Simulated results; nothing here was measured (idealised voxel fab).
Process module under the name voxel wiring stack
Xsec cut, 205 nm wide, square cell size 5 nm.
Format of a cross-section: grid, square cells. Given as bands. Order: top down. Band: one or more rows of cells. Top, bottom (nm), then materials left to right with widths (nm); lone material tagged "throughout" fills the whole band edge to edge; "blank" = empty space. Counting heights begins at 0, where everything beneath is, in the wafer as received, one material. The lowest band has no bottom; it goes on downwards, as "top 0, no bottom" shows. The notation "30..40" denotes a width that varies across the rows of cells in the band, beginning at the first number in the top row, finishing at the second number in the bottom row, and changing by an identical amount from each row to the next. You'll sometimes find "no modification" written for a step, and that's the way of saying that nowhere in the cross-section did a cell change during that step. "Closed cavities" enumerates empty spaces isolated from the top, with no open way to it, that contain at least 8 cells, giving each as width x height at distance from the left edge, all three in nm. On each step's line, the part that comes after the settings is the simulator's own comment on the step. The "overlay nm" setting may appear on a step's line; for a step that uses a mask, it gives how far to the right of its planned position the mask lay, and a negative value indicates the left.
**The steps planned for the process are as follows**
1,RECEIVE: material Si
2,CONFORMAL_DEP: material SiO2, thk nm 10
3,CONFORMAL_DEP: material SiN, thk nm 5
4,DIRECTIONAL_DEP: material SiO2, thk nm 20
5,DIRECTIONAL_DEP: material aC, thk nm 15
6,PATTERN: tone open, mask id METAL_1, material resist, width nm 25, pitch nm 50, thk nm 35, overlay nm 0
7,DIRECTIONAL_ETCH: etch materials aC, depth nm 15
8,STRIP: etch materials resist
9,DIRECTIONAL_ETCH: etch materials SiO2, depth nm 20
10,DIRECTIONAL_ETCH: etch materials SiN, depth nm 5
11,STRIP: etch materials aC
12,CONFORMAL_DEP: material TiN, thk nm 5
13,FILL_DEP: material W, thk nm 5
14,CMP: height nm 35
15,EPI: material Ru, thk nm 5
16,FILL_DEP: material SiCN, thk nm 5
17,DIRECTIONAL_DEP: material lowk, thk nm 35
18,MASKED_ETCH: tone open, mask id METAL_2_HOLES, width nm 15, pitch nm 50, etch materials lowk, depth nm 35, overlay nm 0
19,MASKED_ETCH: tone open, mask id METAL_2, width nm 25, pitch nm 50, etch materials lowk, depth nm 20, overlay nm 0
20,MASKED_ETCH: tone open, mask id METAL_2, width nm 25, pitch nm 50, etch materials SiCN, depth nm 5, overlay nm 0
21,CONFORMAL_DEP: material TiN, thk nm 5
22,FILL_DEP: material Cu, thk nm 10
23,CMP: height nm 80
24,CONFORMAL_DEP: material SiCN, thk nm 5
25,DIRECTIONAL_DEP: material SiO2, thk nm 30
26,PATTERN: tone open, mask id METAL_3_HOLES, material resist, width nm 15, pitch nm 50, thk nm 15, overlay nm 0
27,DIRECTIONAL_ETCH: etch materials SiO2, depth nm 30
28,STRIP: etch materials resist
29,DIRECTIONAL_DEP: material aC, thk nm 15
30,PATTERN: tone open, mask id METAL_3, material resist, width nm 25, pitch nm 50, thk nm 35, overlay nm 0
31,DIRECTIONAL_ETCH: etch materials aC, depth nm 15
32,STRIP: etch materials resist
33,DIRECTIONAL_ETCH: etch materials SiO2, depth nm 20
34,DIRECTIONAL_ETCH: etch materials SiCN, depth nm 5
35,STRIP: etch materials aC
36,CONFORMAL_DEP: material TiN, thk nm 5
37,FILL_DEP: material Ru, thk nm 10
38,CMP: height nm 115
39,CONFORMAL_DEP: material SiCN, thk nm 5
**Cross-section of the wafer upon arrival, representing the state reached after step 1**
top 0, no bottom = Si throughout
Closed cavities: none
**Final wafer profile in cross-section after the module, from the same start and plan as above, with one mistake made during processing**
top 120, bottom 115 = SiCN throughout
top 115, bottom 100 = 40 of SiO2 / 5 of TiN / 15 of Ru / 5 of TiN / 25 of SiO2 / 5 of TiN / 15 of Ru / 5 of TiN / 25 of SiO2 / 5 of TiN / 15 of Ru / 5 of TiN / 40 of SiO2
top 100, bottom 95 = 40 of SiO2 / 5 of TiN / 5 of Ru / 15 of TiN / 25 of SiO2 / 5 of TiN / 5 of Ru / 15 of TiN / 25 of SiO2 / 5 of TiN / 5 of Ru / 15 of TiN / 40 of SiO2
top 95, bottom 85 = 40 of SiO2 / 5 of TiN / 5 of Ru / 5 of TiN / 35 of SiO2 / 5 of TiN / 5 of Ru / 5 of TiN / 35 of SiO2 / 5 of TiN / 5 of Ru / 5 of TiN / 50 of SiO2
top 85, bottom 80 = 40 of SiCN / 15 of TiN / 35 of SiCN / 15 of TiN / 35 of SiCN / 15 of TiN / 50 of SiCN
top 80, bottom 65 = 35 of lowk / 5 of TiN / 15 of Cu / 5 of TiN / 25 of lowk / 5 of TiN / 15 of Cu / 5 of TiN / 25 of lowk / 5 of TiN / 15 of Cu / 5 of TiN / 45 of lowk
top 65, bottom 60 = 35 of lowk / 10 of TiN / 5 of Cu / 10 of TiN / 25 of lowk / 10 of TiN / 5 of Cu / 10 of TiN / 25 of lowk / 10 of TiN / 5 of Cu / 10 of TiN / 45 of lowk
top 60, bottom 45 = 40 of lowk / 5 of TiN / 5 of Cu / 5 of TiN / 35 of lowk / 5 of TiN / 5 of Cu / 5 of TiN / 35 of lowk / 5 of TiN / 5 of Cu / 5 of TiN / 50 of lowk
top 45, bottom 40 = 40 of SiCN / 15 of TiN / 35 of SiCN / 15 of TiN / 35 of SiCN / 15 of TiN / 50 of SiCN
top 40, bottom 35 = 35 of SiCN / 35 of Ru / 15 of SiCN / 35 of Ru / 15 of SiCN / 35 of Ru / 35 of SiCN
top 35, bottom 15 = 40 of SiO2 / 5 of TiN / 15 of W / 5 of TiN / 25 of SiO2 / 5 of TiN / 15 of W / 5 of TiN / 25 of SiO2 / 5 of TiN / 15 of W / 5 of TiN / 40 of SiO2
top 15, bottom 10 = 40 of SiN / 25 of TiN / 25 of SiN / 25 of TiN / 25 of SiN / 25 of TiN / 40 of SiN
top 10, bottom 0 = SiO2 throughout
top 0, no bottom = Si throughout
Closed cavities: none
Heads up, the wafer didn't run the way we planned it: step 19 changed vs plan, executed as MASKED_ETCH: tone open, mask id METAL_2, width nm 25, pitch nm 50, etch materials lowk, depth nm 20, overlay nm -5
